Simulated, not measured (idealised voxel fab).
The process module that follows is named voxel fin reveal.
The width of the displayed cross-section, cut, is 160 nm; its cells are square, with a size of 5 nm.
Each cross-section below is a grid of square cells, stated as bands in top-down order, with one or more rows of cells making up each band.
Heights first: top, then bottom, in nm. Then materials, left to right, each with a width in nm. "throughout" on a single material: fills the band edge to edge. "empty": empty space.
Convention: height 0 is the level below which the wafer, as received, is all one material. The lowest band does not terminate at the bottom but continues downward, represented as "0..down".
Top row gets the first number, bottom row gets the second, and each row in between changes by the same step: that is how a band width like "30->40" works.
Take "nothing was modified" at face value: in the step it is given for, the cross-section changed in none of its cells.
"Sealed voids" contains a list of empty spaces, each no smaller than 8 cells and without an open way to the top, written in the form width x height at distance with the distance from the left edge and all three in nm.
It should be noted that, on the line of a given step, the content following the step's settings is a remark produced by the simulator itself with respect to that step.
overlay nm, on a step with a mask: how far to the right of its planned place the mask lay; to the left if negative
### Process steps (planned)
1: RECEIVE, material Si
2: CONFORMAL_DEP, material SiN, thk nm 10
3: DIRECTIONAL_DEP, material aC, thk nm 10
4: PATTERN, tone cover, mask id FINS, material resist, width nm 15, pitch nm 35, thk nm 30, overlay nm 0
5: DIRECTIONAL_ETCH, etch materials aC, depth nm 10
6: STRIP, etch materials resist
7: DIRECTIONAL_ETCH, etch materials SiN, depth nm 10
8: DIRECTIONAL_ETCH, etch materials Si, depth nm 40
9: STRIP, etch materials aC
10: FILL_DEP, material SiO2, thk nm 15
11: CMP, height nm 10
12: SELECTIVE_ETCH, etch materials SiO2, depth nm 25
13: STRIP, etch materials SiN
14: CONFORMAL_DEP, material SiO2, thk nm 5
### This is the cross-section of the wafer as we received it, i.e. after step 1
  0..down: Si throughout
  Sealed voids: none
### Figure: cross-sectional view of the wafer upon completion of the module, processed from the initial state and according to the plan depicted above, with one error introduced during execution
  15..10: empty: 30, SiO2: 25, empty: 10, SiO2: 25, empty: 10, SiO2: 25, empty: 35
  10..0: empty: 30, SiO2: 5, SiN: 15, SiO2: 5, empty: 10, SiO2: 5, SiN: 15, SiO2: 5, empty: 10, SiO2: 5, SiN: 15, SiO2: 5, empty: 35
  0..-35: empty: 30, SiO2: 5, Si: 15, SiO2: 5, empty: 10, SiO2: 5, Si: 15, SiO2: 5, empty: 10, SiO2: 5, Si: 15, SiO2: 5, empty: 35
  -35..-40: SiO2: 35, Si: 15, SiO2: 20, Si: 15, SiO2: 20, Si: 15, SiO2: 40
  -40..down: Si throughout
  Sealed voids: none
Deviation from plan: in deviation from the planned setting, step 13 was conducted as STRIP, etch materials SiO2
